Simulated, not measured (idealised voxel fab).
Presented below is a process module, voxel capacitor over wiring.
For reference, the cross-section in this document is cut, with width 240 nm and square cells of 5 nm.
When this document writes out a cross-section, it uses a grid of square cells and lists it as bands, beginning at the top and moving down, with a band standing for one or more rows of cells.
Top height, bottom height, nm. Materials left to right, width each, nm. Single material + "edge to edge" = fills band edge to edge. "air" = empty.
The reference from which all heights are counted is 0, the level beneath which the as-received wafer is entirely one material; the lowest band, having no lower bound, proceeds downward and is written after the example "0..down".
Think of "30->40" as a width that walks from the first number to the second as you go down the band, top row to bottom row, taking equal-sized steps from row to row.
"no modification" -> step changed no cross-section cell.
Entry "Enclosed void listing" = empty spaces >= 8 cells with no open way to the top; each as width x height at distance, distance from left edge, all nm.
Formally, on a step line, whatever follows the settings is a remark that the simulator itself makes on the step.
overlay nm: for a step with a mask, the amount by which the mask lay right of where it was planned; a negative amount means left of it.

So here's the lineup of process steps we planned
1) RECEIVE [material Si]
2) CONFORMAL_DEP [material SiO2] [thk nm 15]
3) CONFORMAL_DEP [material SiN] [thk nm 5]
4) DIRECTIONAL_DEP [material SiO2] [thk nm 15]
5) MASKED_ETCH [tone open] [mask id METAL_1] [width nm 20] [pitch nm 70] [etch materials SiO2] [depth nm 15] [overlay nm 0]
6) MASKED_ETCH [tone open] [mask id METAL_1] [width nm 20] [pitch nm 70] [etch materials SiN] [depth nm 5] [overlay nm -15]
7) CONFORMAL_DEP [material TiN] [thk nm 5]
8) FILL_DEP [material W] [thk nm 5]
9) CMP [height nm 35]
10) CONFORMAL_DEP [material SiCN] [thk nm 5]
11) DIRECTIONAL_DEP [material SiO2] [thk nm 10]
12) PATTERN [tone open] [mask id PLUG_1] [material resist] [width nm 15] [thk nm 20] [overlay nm 0]
13) DIRECTIONAL_ETCH [etch materials SiO2] [depth nm 10]
14) DIRECTIONAL_ETCH [etch materials SiCN] [depth nm 5]
15) STRIP [etch materials resist]
16) CONFORMAL_DEP [material TiN] [thk nm 5]
17) FILL_DEP [material Cu] [thk nm 5]
18) CMP [height nm 50]
19) DIRECTIONAL_DEP [material TiN] [thk nm 5]
20) DIRECTIONAL_DEP [material Al2O3] [thk nm 5]
21) DIRECTIONAL_DEP [material TiN] [thk nm 5]
22) MASKED_ETCH [tone cover] [mask id UPPER_PLATE] [width nm 55] [etch materials TiN] [depth nm 5] [overlay nm 0]
23) MASKED_ETCH [tone cover] [mask id UPPER_PLATE] [width nm 55] [etch materials Al2O3] [depth nm 5] [overlay nm 0]
24) DIRECTIONAL_DEP [material aC] [thk nm 15]
25) PATTERN [tone cover] [mask id LOWER_PLATE] [material resist] [width nm 65] [thk nm 35] [overlay nm 0]
26) DIRECTIONAL_ETCH [etch materials aC] [depth nm 15]
27) STRIP [etch materials resist]
28) DIRECTIONAL_ETCH [etch materials TiN] [depth nm 5]
29) STRIP [etch materials aC]
30) FILL_DEP [material SiO2] [thk nm 20]
31) CMP [height nm 80]
32) MASKED_ETCH [tone open] [mask id PLUG_2] [width nm 15] [etch materials SiO2] [depth nm 15] [overlay nm 0]
33) CONFORMAL_DEP [material TiN] [thk nm 5]
34) FILL_DEP [material Cu] [thk nm 5]
35) CMP [height nm 80]
36) CONFORMAL_DEP [material SiN] [thk nm 5]
All wafers enter the flow in the same state. The overlay nm at step 6 differs from wafer to wafer, and the plan gives the value for the first wafer.

As received, i.e. after step 1: cross-section through the first of several wafers
- 0..down | Si edge to edge
- Enclosed void listing: none

Below: a row per wafer. Contents at end of module: for every material, cells gained since receipt (+) or lost since receipt (-); then closed voids
overlay nm -15, +11 Al2O3, +4 Cu, +45 SiCN, +94 SiN, +598 SiO2, +56 TiN, +8 W, Enclosed void listing: none
overlay nm -10, +11 Al2O3, +4 Cu, +45 SiCN, +92 SiN, +598 SiO2, +58 TiN, +8 W, Enclosed void listing: none
overlay nm -5, +11 Al2O3, +4 Cu, +45 SiCN, +90 SiN, +598 SiO2, +58 TiN, +10 W, Enclosed void listing: none
overlay nm 0, +11 Al2O3, +4 Cu, +45 SiCN, +88 SiN, +598 SiO2, +58 TiN, +12 W, Enclosed void listing: none
overlay nm 5, +11 Al2O3, +4 Cu, +45 SiCN, +90 SiN, +598 SiO2, +58 TiN, +10 W, Enclosed void listing: none
overlay nm 10, +11 Al2O3, +4 Cu, +45 SiCN, +92 SiN, +598 SiO2, +58 TiN, +8 W, Enclosed void listing: none
overlay nm 15, +11 Al2O3, +4 Cu, +45 SiCN, +94 SiN, +598 SiO2, +56 TiN, +8 W, Enclosed void listing: none
